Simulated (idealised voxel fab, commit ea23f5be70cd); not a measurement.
process module | voxel ribs on slabs
Square cell edge 5 nm, section width 240 nm, ID cut.
When this document writes out a cross-section, it uses a grid of square cells and lists it as bands, beginning at the top and moving down, with a band standing for one or more rows of cells.
Read a band's entry like this: the first values are the height of its top and the height of its bottom in nm, and what follows is the sequence of materials from left to right, each with its width in nm. Note that "air" is empty space, and that a single material marked "full width" reaches across the band from edge to edge.
Measure heights from 0. That's the level where, below it, the as-received wafer is all one material. The lowest band is bottomless and extends downward; write it as in "0 -> down".
Width: "30 to 40" (first number = top row, second number = bottom row, same change from row to row of cells).
It should be understood that the words "remained unchanged", when stated for a given step, signify that the cross-section underwent no change in any of its cells during that step.
Basically, "Trapped voids" tells you about the enclosed voids: empty spaces with no open way to the top, 8 cells or bigger, each written width x height at distance, where distance is from the left edge, all in nm.
What comes after the settings on a step's line is commentary from the simulator itself on that step.
overlay nm: right-of-plan distance of the mask on a masked step; negative values mean left-of-plan.

**Steps in the process plan**
1 op RECEIVE | material Si
2 op DIRECTIONAL_DEP | material SiO2 | thk nm 20
3 op DIRECTIONAL_DEP | material SiN | thk nm 20
4 op MASKED_ETCH | tone cover | mask id RIB | width nm 20 | etch materials SiN | depth nm 5 | overlay nm 0
5 op DIRECTIONAL_DEP | material aC | thk nm 10
6 op PATTERN | tone cover | mask id SLAB | material resist | width nm 60 | thk nm 25 | overlay nm 0
7 op DIRECTIONAL_ETCH | etch materials aC | depth nm 10
8 op STRIP | etch materials resist
9 op DIRECTIONAL_ETCH | etch materials SiN | depth nm 15
10 op STRIP | etch materials aC
11 op FILL_DEP | material SiO2 | thk nm 25
12 op CMP | height nm 55
13 op DIRECTIONAL_DEP | material W | thk nm 5
14 op DIRECTIONAL_DEP | material aC | thk nm 15
15 op PATTERN | tone cover | mask id HEATER | material resist | width nm 30 | thk nm 30 | overlay nm 0
16 op DIRECTIONAL_ETCH | etch materials aC | depth nm 15
17 op STRIP | etch materials resist
18 op DIRECTIONAL_ETCH | etch materials W | depth nm 5
19 op STRIP | etch materials aC
20 op CONFORMAL_DEP | material SiO2 | thk nm 5

**What follows covers the first of two wafers; it ran as planned**

**Cross-section of the incoming wafer, state after step 1**
	0 -> down: Si full width
	Trapped voids: none

**after step 2**
	20 -> 0: SiO2 full width
	Below 0 it's all the same as before, nothing changed down there.

**after step 3**
	40 -> 20: SiN full width
	Below 20 it's all the same as before, nothing changed down there.

**after step 4**
	40 -> 35: 110 nm air | 20 nm SiN | 110 nm air
	Below 35 it's all the same as before, nothing changed down there.

**after step 5**
	50 -> 45: 110 nm air | 20 nm aC | 110 nm air
	45 -> 40: aC full width
	40 -> 35: 110 nm aC | 20 nm SiN | 110 nm aC
	Below 35 it's all the same as before, nothing changed down there.

**after step 6**
	75 -> 50: 90 nm air | 60 nm resist | 90 nm air
	50 -> 45: 90 nm air | 20 nm resist | 20 nm aC | 20 nm resist | 90 nm air
	Below 45 it's all the same as before, nothing changed down there.

**after step 7**
	65 -> 50: 90 nm air | 60 nm resist | 90 nm air
	50 -> 45: 90 nm air | 20 nm resist | 20 nm aC | 20 nm resist | 90 nm air
	45 -> 40: 90 nm air | 60 nm aC | 90 nm air
	40 -> 35: 90 nm air | 20 nm aC | 20 nm SiN | 20 nm aC | 90 nm air
	Below 35 it's all the same as before, nothing changed down there.

**after step 8**
	50 -> 40: 110 to 90 nm air | 20 to 60 nm aC | 110 to 90 nm air
	Below 40 it's all the same as before, nothing changed down there.

**after step 9**
	50 -> 40: 110 to 90 nm air | 20 to 60 nm aC | 110 to 90 nm air
	40 -> 35: 90 nm air | 20 nm aC | 20 nm SiN | 20 nm aC | 90 nm air
	35 -> 20: 90 nm air | 60 nm SiN | 90 nm air
	Below 20 it's all the same as before, nothing changed down there.

**after step 10**
	40 -> 35: 110 nm air | 20 nm SiN | 110 nm air
	Below 35 it's all the same as before, nothing changed down there.

**after step 11**
	65 -> 40: SiO2 full width
	40 -> 35: 110 nm SiO2 | 20 nm SiN | 110 nm SiO2
	35 -> 20: 90 nm SiO2 | 60 nm SiN | 90 nm SiO2
	Below 20 it's all the same as before, nothing changed down there.

**after step 12**
	55 -> 40: SiO2 full width
	Below 40 it's all the same as before, nothing changed down there.

**after step 13**
	60 -> 55: W full width
	Below 55 it's all the same as before, nothing changed down there.

**after step 14**
	75 -> 60: aC full width
	Below 60 it's all the same as before, nothing changed down there.

**after step 15**
	105 -> 75: 105 nm air | 30 nm resist | 105 nm air
	Below 75 it's all the same as before, nothing changed down there.

**after step 16**
	90 -> 75: 105 nm air | 30 nm resist | 105 nm air
	75 -> 60: 105 nm air | 30 nm aC | 105 nm air
	Below 60 it's all the same as before, nothing changed down there.

**after step 17**
	75 -> 60: 105 nm air | 30 nm aC | 105 nm air
	Below 60 it's all the same as before, nothing changed down there.

**after step 18**
	75 -> 60: 105 nm air | 30 nm aC | 105 nm air
	60 -> 55: 105 nm air | 30 nm W | 105 nm air
	Below 55 it's all the same as before, nothing changed down there.

**after step 19**
	60 -> 55: 105 nm air | 30 nm W | 105 nm air
	Below 55 it's all the same as before, nothing changed down there.

**after step 20**
	65 -> 60: 100 nm air | 40 nm SiO2 | 100 nm air
	60 -> 55: 105 nm SiO2 | 30 nm W | 105 nm SiO2
	Below 55 it's all the same as before, nothing changed down there.

**Wafer two. Identical start, identical plan. One mistake in execution. Identical history through step 1**

**The second wafer in cross-section, at the planned close of step 2**
	40 -> 0: SiO2 full width
	Below 0 it's all the same as before, nothing changed down there.

**The second wafer in cross-section, at the planned close of step 3**
	60 -> 40: SiN full width
	Below 40 it's all the same as before, nothing changed down there.

**The second wafer in cross-section, at the planned close of step 4**
	60 -> 55: 110 nm air | 20 nm SiN | 110 nm air
	Below 55 it's all the same as before, nothing changed down there.

**The second wafer in cross-section, at the planned close of step 5**
	70 -> 65: 110 nm air | 20 nm aC | 110 nm air
	65 -> 60: aC full width
	60 -> 55: 110 nm aC | 20 nm SiN | 110 nm aC
	Below 55 it's all the same as before, nothing changed down there.

**The second wafer in cross-section, at the planned close of step 6**
	95 -> 70: 90 nm air | 60 nm resist | 90 nm air
	70 -> 65: 90 nm air | 20 nm resist | 20 nm aC | 20 nm resist | 90 nm air
	Below 65 it's all the same as before, nothing changed down there.

**The second wafer in cross-section, at the planned close of step 7**
	85 -> 70: 90 nm air | 60 nm resist | 90 nm air
	70 -> 65: 90 nm air | 20 nm resist | 20 nm aC | 20 nm resist | 90 nm air
	65 -> 60: 90 nm air | 60 nm aC | 90 nm air
	60 -> 55: 90 nm air | 20 nm aC | 20 nm SiN | 20 nm aC | 90 nm air
	Below 55 it's all the same as before, nothing changed down there.

**The second wafer in cross-section, at the planned close of step 8**
	70 -> 60: 110 to 90 nm air | 20 to 60 nm aC | 110 to 90 nm air
	Below 60 it's all the same as before, nothing changed down there.

**The second wafer in cross-section, at the planned close of step 9**
	70 -> 60: 110 to 90 nm air | 20 to 60 nm aC | 110 to 90 nm air
	60 -> 55: 90 nm air | 20 nm aC | 20 nm SiN | 20 nm aC | 90 nm air
	55 -> 40: 90 nm air | 60 nm SiN | 90 nm air
	Below 40 it's all the same as before, nothing changed down there.

**The second wafer in cross-section, at the planned close of step 10**
	60 -> 55: 110 nm air | 20 nm SiN | 110 nm air
	Below 55 it's all the same as before, nothing changed down there.

**The second wafer in cross-section, at the planned close of step 11**
	85 -> 60: SiO2 full width
	60 -> 55: 110 nm SiO2 | 20 nm SiN | 110 nm SiO2
	55 -> 40: 90 nm SiO2 | 60 nm SiN | 90 nm SiO2
	Below 40 it's all the same as before, nothing changed down there.

**The second wafer in cross-section, at the planned close of step 12**
	55 -> 40: 90 nm SiO2 | 60 nm SiN | 90 nm SiO2
	Below 40 it's all the same as before, nothing changed down there.

**The second wafer in cross-section, at the planned close of step 13**
	60 -> 55: W full width
	Below 55 it's all the same as before, nothing changed down there.

**The second wafer in cross-section, at the planned close of step 14**
	75 -> 60: aC full width
	Below 60 it's all the same as before, nothing changed down there.

**The second wafer in cross-section, at the planned close of step 15**
	105 -> 75: 105 nm air | 30 nm resist | 105 nm air
	Below 75 it's all the same as before, nothing changed down there.

**The second wafer in cross-section, at the planned close of step 16**
	90 -> 75: 105 nm air | 30 nm resist | 105 nm air
	75 -> 60: 105 nm air | 30 nm aC | 105 nm air
	Below 60 it's all the same as before, nothing changed down there.

**The second wafer in cross-section, at the planned close of step 17**
	75 -> 60: 105 nm air | 30 nm aC | 105 nm air
	Below 60 it's all the same as before, nothing changed down there.

**The second wafer in cross-section, at the planned close of step 18**
	75 -> 60: 105 nm air | 30 nm aC | 105 nm air
	60 -> 55: 105 nm air | 30 nm W | 105 nm air
	Below 55 it's all the same as before, nothing changed down there.

**The second wafer in cross-section, at the planned close of step 19**
	60 -> 55: 105 nm air | 30 nm W | 105 nm air
	Below 55 it's all the same as before, nothing changed down there.

**The second wafer in cross-section, at the planned close of step 20**
	65 -> 60: 100 nm air | 40 nm SiO2 | 100 nm air
	60 -> 55: 105 nm SiO2 | 30 nm W | 105 nm SiO2
	Below 55 it's all the same as before, nothing changed down there.
Diagnosis: step 2 of the plan was carried out twice
Final difference in cells, second wafer against first, listed per material as more or fewer: -4 SiN | +4 SiO2
